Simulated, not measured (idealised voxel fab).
Proc. module: voxel capacitor over wiring
220 nm wide, 5 nm square cells: that's cross-section cut.
The cross-sections in this document take the form of a grid made of square cells. They are written out as bands, in order from top to bottom. Each band consists of one or more rows of cells.
A band entry consists of two parts. The first gives the height of the band's top and the height of its bottom, in nm. The rest lists the band's materials from left to right, each with its width in nm. A single material labelled with the word "edge to edge" fills the band from edge to edge, and the word "blank" marks empty space.
Height is counted from the level 0, under which the received wafer is composed throughout of one material. The lowest of the bands is not closed at the bottom but continues downward, in the notation "from 0 down".
The notation "30 to 40" denotes a width that varies across the rows of cells in the band, beginning at the first number in the top row, finishing at the second number in the bottom row, and changing by an identical amount from each row to the next.
A step reported as "no alterations made" is a step in which no cell of the cross-section changed.
Entry "Tabulated closed voids" = empty spaces >= 8 cells with no open way to the top; each as width x height at distance, distance from left edge, all nm.
What comes after the settings on a step's line is commentary from the simulator itself on that step.
"overlay nm" answers the question of how far to the right of plan the mask lay on a step that has a mask, and when it is negative the answer is to the left.
# The process steps that were planned are listed below
step 1: RECEIVE, material Si
step 2: CONFORMAL_DEP, material SiO2, thk nm 10
step 3: DIRECTIONAL_DEP, material TiN, thk nm 5
step 4: DIRECTIONAL_DEP, material W, thk nm 20
step 5: DIRECTIONAL_DEP, material aC, thk nm 10
step 6: PATTERN, tone cover, mask id METAL_1, material resist, width nm 20, pitch nm 70, thk nm 30, overlay nm 0
step 7: DIRECTIONAL_ETCH, etch materials aC, depth nm 10
step 8: STRIP, etch materials resist
step 9: DIRECTIONAL_ETCH, etch materials W, depth nm 20
step 10: DIRECTIONAL_ETCH, etch materials TiN, depth nm 5
step 11: STRIP, etch materials aC
step 12: FILL_DEP, material SiO2, thk nm 10
step 13: CMP, height nm 35
step 14: CONFORMAL_DEP, material SiCN, thk nm 5
step 15: DIRECTIONAL_DEP, material SiO2, thk nm 20
step 16: PATTERN, tone open, mask id PLUG_1, material resist, width nm 15, thk nm 20, overlay nm 0
step 17: DIRECTIONAL_ETCH, etch materials SiO2, depth nm 20
step 18: DIRECTIONAL_ETCH, etch materials SiCN, depth nm 5
step 19: STRIP, etch materials resist
step 20: CONFORMAL_DEP, material TiN, thk nm 5
step 21: FILL_DEP, material Cu, thk nm 5
step 22: CMP, height nm 60
step 23: DIRECTIONAL_DEP, material TiN, thk nm 10
step 24: DIRECTIONAL_DEP, material HfO2, thk nm 5
step 25: DIRECTIONAL_DEP, material TiN, thk nm 5
step 26: MASKED_ETCH, tone cover, mask id UPPER_PLATE, width nm 55, etch materials TiN, depth nm 5, overlay nm 0
step 27: MASKED_ETCH, tone cover, mask id UPPER_PLATE, width nm 55, etch materials HfO2, depth nm 5, overlay nm 0
step 28: MASKED_ETCH, tone cover, mask id LOWER_PLATE, width nm 65, etch materials TiN, depth nm 10, overlay nm 0
step 29: FILL_DEP, material SiO2, thk nm 20
step 30: CMP, height nm 95
step 31: PATTERN, tone open, mask id PLUG_2, material resist, width nm 15, thk nm 15, overlay nm 0
step 32: DIRECTIONAL_ETCH, etch materials SiO2, depth nm 15
step 33: STRIP, etch materials resist
step 34: CONFORMAL_DEP, material TiN, thk nm 5
step 35: FILL_DEP, material Cu, thk nm 10
step 36: CMP, height nm 95
step 37: CONFORMAL_DEP, material SiN, thk nm 5
# So, the first of our two wafers, run just as we planned it
# Cross-section of the wafer at receipt, which is the condition after step 1
> from 0 down = Si edge to edge
> Tabulated closed voids: none
# State of the wafer after step 2, shown in cross-section
> from 10 to 0 = SiO2 edge to edge
> below 0: unchanged
# State of the wafer after step 3, shown in cross-section
> from 15 to 10 = TiN edge to edge
> below 10: unchanged
# State of the wafer after step 4, shown in cross-section
> from 35 to 15 = W edge to edge
> below 15: unchanged
# State of the wafer after step 5, shown in cross-section
> from 45 to 35 = aC edge to edge
> below 35: unchanged
# State of the wafer after step 6, shown in cross-section
> from 75 to 45 = blank=65, then resist=20, then blank=50, then resist=20, then blank=65
> below 45: unchanged
# State of the wafer after step 7, shown in cross-section
> from 65 to 45 = blank=65, then resist=20, then blank=50, then resist=20, then blank=65
> from 45 to 35 = blank=65, then aC=20, then blank=50, then aC=20, then blank=65
> below 35: unchanged
# State of the wafer after step 8, shown in cross-section
> from 45 to 35 = blank=65, then aC=20, then blank=50, then aC=20, then blank=65
> below 35: unchanged
# State of the wafer after step 9, shown in cross-section
> from 45 to 35 = blank=65, then aC=20, then blank=50, then aC=20, then blank=65
> from 35 to 15 = blank=65, then W=20, then blank=50, then W=20, then blank=65
> below 15: unchanged
# State of the wafer after step 10, shown in cross-section
> from 45 to 35 = blank=65, then aC=20, then blank=50, then aC=20, then blank=65
> from 35 to 15 = blank=65, then W=20, then blank=50, then W=20, then blank=65
> from 15 to 10 = blank=65, then TiN=20, then blank=50, then TiN=20, then blank=65
> below 10: unchanged
# State of the wafer after step 11, shown in cross-section
> from 35 to 15 = blank=65, then W=20, then blank=50, then W=20, then blank=65
> below 15: unchanged
# State of the wafer after step 12, shown in cross-section
> from 45 to 35 = SiO2 edge to edge
> from 35 to 15 = SiO2=65, then W=20, then SiO2=50, then W=20, then SiO2=65
> from 15 to 10 = SiO2=65, then TiN=20, then SiO2=50, then TiN=20, then SiO2=65
> below 10: unchanged
# State of the wafer after step 13, shown in cross-section
> from 35 to 15 = SiO2=65, then W=20, then SiO2=50, then W=20, then SiO2=65
> below 15: unchanged
# State of the wafer after step 14, shown in cross-section
> from 40 to 35 = SiCN edge to edge
> below 35: unchanged
# State of the wafer after step 15, shown in cross-section
> from 60 to 40 = SiO2 edge to edge
> below 40: unchanged
# State of the wafer after step 16, shown in cross-section
> from 80 to 60 = resist=70, then blank=15, then resist=135
> below 60: unchanged
# State of the wafer after step 17, shown in cross-section
> from 80 to 60 = resist=70, then blank=15, then resist=135
> from 60 to 40 = SiO2=70, then blank=15, then SiO2=135
> below 40: unchanged
# State of the wafer after step 18, shown in cross-section
> from 80 to 60 = resist=70, then blank=15, then resist=135
> from 60 to 40 = SiO2=70, then blank=15, then SiO2=135
> from 40 to 35 = SiCN=70, then blank=15, then SiCN=135
> below 35: unchanged
# State of the wafer after step 19, shown in cross-section
> from 60 to 40 = SiO2=70, then blank=15, then SiO2=135
> below 40: unchanged
# State of the wafer after step 20, shown in cross-section
> from 65 to 60 = TiN=75, then blank=5, then TiN=140
> from 60 to 40 = SiO2=70, then TiN=5, then blank=5, then TiN=5, then SiO2=135
> from 40 to 35 = SiCN=70, then TiN=15, then SiCN=135
> below 35: unchanged
# State of the wafer after step 21, shown in cross-section
> from 70 to 65 = Cu edge to edge
> from 65 to 60 = TiN=75, then Cu=5, then TiN=140
> from 60 to 40 = SiO2=70, then TiN=5, then Cu=5, then TiN=5, then SiO2=135
> below 40: unchanged
# State of the wafer after step 22, shown in cross-section
> from 60 to 40 = SiO2=70, then TiN=5, then Cu=5, then TiN=5, then SiO2=135
> below 40: unchanged
# State of the wafer after step 23, shown in cross-section
> from 70 to 60 = TiN edge to edge
> below 60: unchanged
# State of the wafer after step 24, shown in cross-section
> from 75 to 70 = HfO2 edge to edge
> below 70: unchanged
# State of the wafer after step 25, shown in cross-section
> from 80 to 75 = TiN edge to edge
> below 75: unchanged
# State of the wafer after step 26, shown in cross-section
> from 80 to 75 = blank=70, then TiN=55, then blank=95
> below 75: unchanged
# State of the wafer after step 27, shown in cross-section
> from 80 to 75 = blank=70, then TiN=55, then blank=95
> from 75 to 70 = blank=70, then HfO2=55, then blank=95
> below 70: unchanged
# State of the wafer after step 28, shown in cross-section
> from 80 to 75 = blank=70, then TiN=55, then blank=95
> from 75 to 70 = blank=70, then HfO2=55, then blank=95
> from 70 to 60 = blank=65, then TiN=65, then blank=90
> below 60: unchanged
# State of the wafer after step 29, shown in cross-section
> from 100 to 80 = SiO2 edge to edge
> from 80 to 75 = SiO2=70, then TiN=55, then SiO2=95
> from 75 to 70 = SiO2=70, then HfO2=55, then SiO2=95
> from 70 to 60 = SiO2=65, then TiN=65, then SiO2=90
> below 60: unchanged
# State of the wafer after step 30, shown in cross-section
> from 95 to 80 = SiO2 edge to edge
> below 80: unchanged
# State of the wafer after step 31, shown in cross-section
> from 110 to 95 = resist=80, then blank=15, then resist=125
> below 95: unchanged
# State of the wafer after step 32, shown in cross-section
> from 110 to 95 = resist=80, then blank=15, then resist=125
> from 95 to 80 = SiO2=80, then blank=15, then SiO2=125
> below 80: unchanged
# State of the wafer after step 33, shown in cross-section
> from 95 to 80 = SiO2=80, then blank=15, then SiO2=125
> below 80: unchanged
# State of the wafer after step 34, shown in cross-section
> from 100 to 95 = TiN=85, then blank=5, then TiN=130
> from 95 to 85 = SiO2=80, then TiN=5, then blank=5, then TiN=5, then SiO2=125
> from 85 to 75 = SiO2=80 to 70, then TiN=15 to 55, then SiO2=125 to 95
> below 75: unchanged
# State of the wafer after step 35, shown in cross-section
> from 110 to 100 = Cu edge to edge
> from 100 to 95 = TiN=85, then Cu=5, then TiN=130
> from 95 to 85 = SiO2=80, then TiN=5, then Cu=5, then TiN=5, then SiO2=125
> below 85: unchanged
# State of the wafer after step 36, shown in cross-section
> from 95 to 85 = SiO2=80, then TiN=5, then Cu=5, then TiN=5, then SiO2=125
> below 85: unchanged
# State of the wafer after step 37, shown in cross-section
> from 100 to 95 = SiN edge to edge
> below 95: unchanged
# It is to be noted that the second wafer proceeded from the same initial state and according to the same plan as the first, although one mistake was committed in its execution; through step 16, inclusive, the two wafers share an identical history
# Here is the second wafer in cross-section at the point where step 17 of the plan should have been done
> from 80 to 60 = resist=70, then blank=15, then resist=135
> from 60 to 40 = SiO2=70, then blank=15, then SiO2=135
> below 40: unchanged
# Here is the second wafer in cross-section at the point where step 18 of the plan should have been done
> from 80 to 60 = resist=70, then blank=15, then resist=135
> from 60 to 40 = SiO2=70, then blank=15, then SiO2=135
> from 40 to 35 = SiCN=70, then blank=15, then SiCN=135
> below 35: unchanged
# Here is the second wafer in cross-section at the point where step 19 of the plan should have been done
> from 60 to 40 = SiO2=70, then blank=15, then SiO2=135
> below 40: unchanged
# Here is the second wafer in cross-section at the point where step 20 of the plan should have been done
> from 65 to 60 = TiN=75, then blank=5, then TiN=140
> from 60 to 40 = SiO2=70, then TiN=5, then blank=5, then TiN=5, then SiO2=135
> from 40 to 35 = SiCN=70, then TiN=15, then SiCN=135
> below 35: unchanged
# Here is the second wafer in cross-section at the point where step 21 of the plan should have been done
> from 70 to 65 = Cu edge to edge
> from 65 to 60 = TiN=75, then Cu=5, then TiN=140
> from 60 to 40 = SiO2=70, then TiN=5, then Cu=5, then TiN=5, then SiO2=135
> below 40: unchanged
# Here is the second wafer in cross-section at the point where step 22 of the plan should have been done
> from 60 to 40 = SiO2=70, then TiN=5, then Cu=5, then TiN=5, then SiO2=135
> below 40: unchanged
# Here is the second wafer in cross-section at the point where step 23 of the plan should have been done
> from 70 to 60 = TiN edge to edge
> below 60: unchanged
# Here is the second wafer in cross-section at the point where step 24 of the plan should have been done
> from 75 to 70 = HfO2 edge to edge
> below 70: unchanged
# Here is the second wafer in cross-section at the point where step 25 of the plan should have been done
> from 80 to 75 = TiN edge to edge
> below 75: unchanged
# Here is the second wafer in cross-section at the point where step 26 of the plan should have been done
> from 80 to 75 = blank=70, then TiN=55, then blank=95
> below 75: unchanged
# Here is the second wafer in cross-section at the point where step 27 of the plan should have been done
> from 80 to 75 = blank=70, then TiN=55, then blank=95
> from 75 to 70 = blank=70, then HfO2=55, then blank=95
> below 70: unchanged
# Here is the second wafer in cross-section at the point where step 28 of the plan should have been done
> from 80 to 75 = blank=70, then TiN=55, then blank=95
> from 75 to 70 = blank=70, then HfO2=55, then blank=95
> from 70 to 60 = blank=65, then TiN=65, then blank=90
> below 60: unchanged
# Here is the second wafer in cross-section at the point where step 29 of the plan should have been done
> from 100 to 80 = SiO2 edge to edge
> from 80 to 75 = SiO2=70, then TiN=55, then SiO2=95
> from 75 to 70 = SiO2=70, then HfO2=55, then SiO2=95
> from 70 to 60 = SiO2=65, then TiN=65, then SiO2=90
> below 60: unchanged
# Here is the second wafer in cross-section at the point where step 30 of the plan should have been done
> from 95 to 80 = SiO2 edge to edge
> below 80: unchanged
# Here is the second wafer in cross-section at the point where step 31 of the plan should have been done
> from 110 to 95 = resist=80, then blank=15, then resist=125
> below 95: unchanged
# Here is the second wafer in cross-section at the point where step 32 of the plan should have been done
> from 110 to 95 = resist=80, then blank=15, then resist=125
> from 95 to 80 = SiO2=80, then blank=15, then SiO2=125
> below 80: unchanged
# Here is the second wafer in cross-section at the point where step 33 of the plan should have been done
> from 95 to 80 = SiO2=80, then blank=15, then SiO2=125
> below 80: unchanged
# Here is the second wafer in cross-section at the point where step 34 of the plan should have been done
> from 100 to 95 = TiN=85, then blank=5, then TiN=130
> from 95 to 85 = SiO2=80, then TiN=5, then blank=5, then TiN=5, then SiO2=125
> from 85 to 75 = SiO2=80 to 70, then TiN=15 to 55, then SiO2=125 to 95
> below 75: unchanged
# Here is the second wafer in cross-section at the point where step 35 of the plan should have been done
> from 110 to 100 = Cu edge to edge
> from 100 to 95 = TiN=85, then Cu=5, then TiN=130
> from 95 to 85 = SiO2=80, then TiN=5, then Cu=5, then TiN=5, then SiO2=125
> below 85: unchanged
# Here is the second wafer in cross-section at the point where step 36 of the plan should have been done
> from 95 to 85 = SiO2=80, then TiN=5, then Cu=5, then TiN=5, then SiO2=125
> below 85: unchanged
# Here is the second wafer in cross-section at the point where step 37 of the plan should have been done
> from 100 to 95 = SiN edge to edge
> below 95: unchanged
Here's what went sideways: step 17 was run twice
Since the two wafers finish with cross-sections that are the same, nothing this model computes is changed by the mistake.
